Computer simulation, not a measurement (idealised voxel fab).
The process module presented herein is designated voxel wiring stack.
Xsec cut, 150 nm wide, square cell size 5 nm.
Cross-section layout: square cells on a grid; listed as bands, top to bottom; a band spans one or more cell rows. Heads up on the band format: heights come first, top then bottom, in nm. After that it's the materials left to right, each with its width in nm. A single material flagged "full width" fills the whole band edge to edge, and "air" means there's empty space there. Counting heights begins at 0, where everything beneath is, in the wafer as received, one material. The lowest band has no bottom; it goes on downwards, as "z 0 and below" shows. Width: "30 to 40" (first number = top row, second number = bottom row, same change from row to row of cells). Any step labelled "no change" changed none of the cells in the cross-section. Enclosed empty spaces: empty space of 8 cells or more with no open way to the top, each as width x height at its distance from the left edge, in nm. Formally, on a step line, whatever follows the settings is a remark that the simulator itself makes on the step. overlay nm: mask right of planned place by this much (step with mask). Neg. = left.

The planned process steps are enumerated hereunder:
1. RECEIVE,material Si
2. CONFORMAL_DEP,material SiO2,thk nm 15
3. CONFORMAL_DEP,material SiCN,thk nm 5
4. DIRECTIONAL_DEP,material SiO2,thk nm 15
5. DIRECTIONAL_DEP,material aC,thk nm 10
6. PATTERN,tone open,mask id METAL_1,material resist,width nm 25,pitch nm 40,thk nm 25,overlay nm 0
7. DIRECTIONAL_ETCH,etch materials aC,depth nm 10
8. STRIP,etch materials resist
9. DIRECTIONAL_ETCH,etch materials SiO2,depth nm 15
10. DIRECTIONAL_ETCH,etch materials SiCN,depth nm 5
11. STRIP,etch materials aC
12. CONFORMAL_DEP,material TiN,thk nm 5
13. FILL_DEP,material Cu,thk nm 5
14. CMP,height nm 35
15. CONFORMAL_DEP,material SiCN,thk nm 5
16. DIRECTIONAL_DEP,material lowk,thk nm 30
17. DIRECTIONAL_DEP,material aC,thk nm 15
18. PATTERN,tone open,mask id METAL_2,material resist,width nm 25,pitch nm 40,thk nm 30,overlay nm 0
19. DIRECTIONAL_ETCH,etch materials aC,depth nm 15
20. STRIP,etch materials resist
21. DIRECTIONAL_ETCH,etch materials lowk,depth nm 15
22. STRIP,etch materials aC
23. MASKED_ETCH,tone open,mask id METAL_2_HOLES,width nm 15,pitch nm 80,etch materials lowk,depth nm 15,overlay nm 0
24. MASKED_ETCH,tone open,mask id METAL_2_HOLES,width nm 15,pitch nm 80,etch materials SiCN,depth nm 5,overlay nm 0
25. CONFORMAL_DEP,material TiN,thk nm 5
26. FILL_DEP,material Ru,thk nm 10
27. CMP,height nm 70
28. CONFORMAL_DEP,material SiN,thk nm 5

Wafer as received: cross-section following step 1:
    z 0 and below | Si full width
    Enclosed empty spaces: none

First of two wafers at the end of the module, shown in cross-section; run carried out as planned:
    z 75 to 70 | SiN full width
    z 70 to 60 | lowk 20 nm, then TiN 5 nm, then Ru 15 nm, then TiN 5 nm, then lowk 15 nm, then TiN 5 nm, then Ru 15 nm, then TiN 5 nm, then lowk 15 nm, then TiN 5 nm, then Ru 15 nm, then TiN 5 nm, then lowk 25 nm
    z 60 to 55 | lowk 20 nm, then TiN 5 nm, then Ru 5 nm, then TiN 15 nm, then lowk 15 nm, then TiN 25 nm, then lowk 15 nm, then TiN 5 nm, then Ru 5 nm, then TiN 15 nm, then lowk 25 nm
    z 55 to 40 | lowk 20 nm, then TiN 5 nm, then Ru 5 nm, then TiN 5 nm, then lowk 65 nm, then TiN 5 nm, then Ru 5 nm, then TiN 5 nm, then lowk 35 nm
    z 40 to 35 | SiCN 20 nm, then TiN 15 nm, then SiCN 65 nm, then TiN 15 nm, then SiCN 35 nm
    z 35 to 20 | SiO2 20 nm, then TiN 5 nm, then Cu 15 nm, then TiN 5 nm, then SiO2 15 nm, then TiN 5 nm, then Cu 15 nm, then TiN 5 nm, then SiO2 15 nm, then TiN 5 nm, then Cu 15 nm, then TiN 5 nm, then SiO2 25 nm
    z 20 to 15 | SiCN 20 nm, then TiN 25 nm, then SiCN 15 nm, then TiN 25 nm, then SiCN 15 nm, then TiN 25 nm, then SiCN 25 nm
    z 15 to 0 | SiO2 full width
    z 0 and below | Si full width
    Enclosed empty spaces: none

Second of two wafers, module complete, sectioned: it shares the first wafer's start and plan but was run with one mistake:
    z 75 to 70 | SiN full width
    z 70 to 60 | lowk 20 nm, then TiN 5 nm, then Ru 15 nm, then TiN 5 nm, then lowk 15 nm, then TiN 5 nm, then Ru 15 nm, then TiN 5 nm, then lowk 15 nm, then TiN 5 nm, then Ru 15 nm, then TiN 5 nm, then lowk 25 nm
    z 60 to 55 | lowk 20 nm, then TiN 5 nm, then Ru 5 nm, then TiN 15 nm, then lowk 15 nm, then TiN 25 nm, then lowk 15 nm, then TiN 5 nm, then Ru 5 nm, then TiN 15 nm, then lowk 25 nm
    z 55 to 40 | lowk 20 nm, then TiN 5 nm, then Ru 5 nm, then TiN 5 nm, then lowk 65 nm, then TiN 5 nm, then Ru 5 nm, then TiN 5 nm, then lowk 35 nm
    z 40 to 35 | SiCN 20 nm, then TiN 15 nm, then SiCN 65 nm, then TiN 15 nm, then SiCN 35 nm
    z 35 to 25 | SiO2 20 nm, then TiN 5 nm, then Cu 15 nm, then TiN 5 nm, then SiO2 15 nm, then TiN 5 nm, then Cu 15 nm, then TiN 5 nm, then SiO2 15 nm, then TiN 5 nm, then Cu 15 nm, then TiN 5 nm, then SiO2 25 nm
    z 25 to 20 | SiO2 20 nm, then TiN 25 nm, then SiO2 15 nm, then TiN 25 nm, then SiO2 15 nm, then TiN 25 nm, then SiO2 25 nm
    z 20 to 5 | SiO2 full width
    z 5 to 0 | SiCN full width
    z 0 and below | Si full width
    Enclosed empty spaces: none
What was the processing mistake? mixed up steps 2 and 3 - ran each in the other's place
at the end the second wafer has, in cells: Cu: 9 fewer, SiCN: 15 more, TiN: 6 fewer
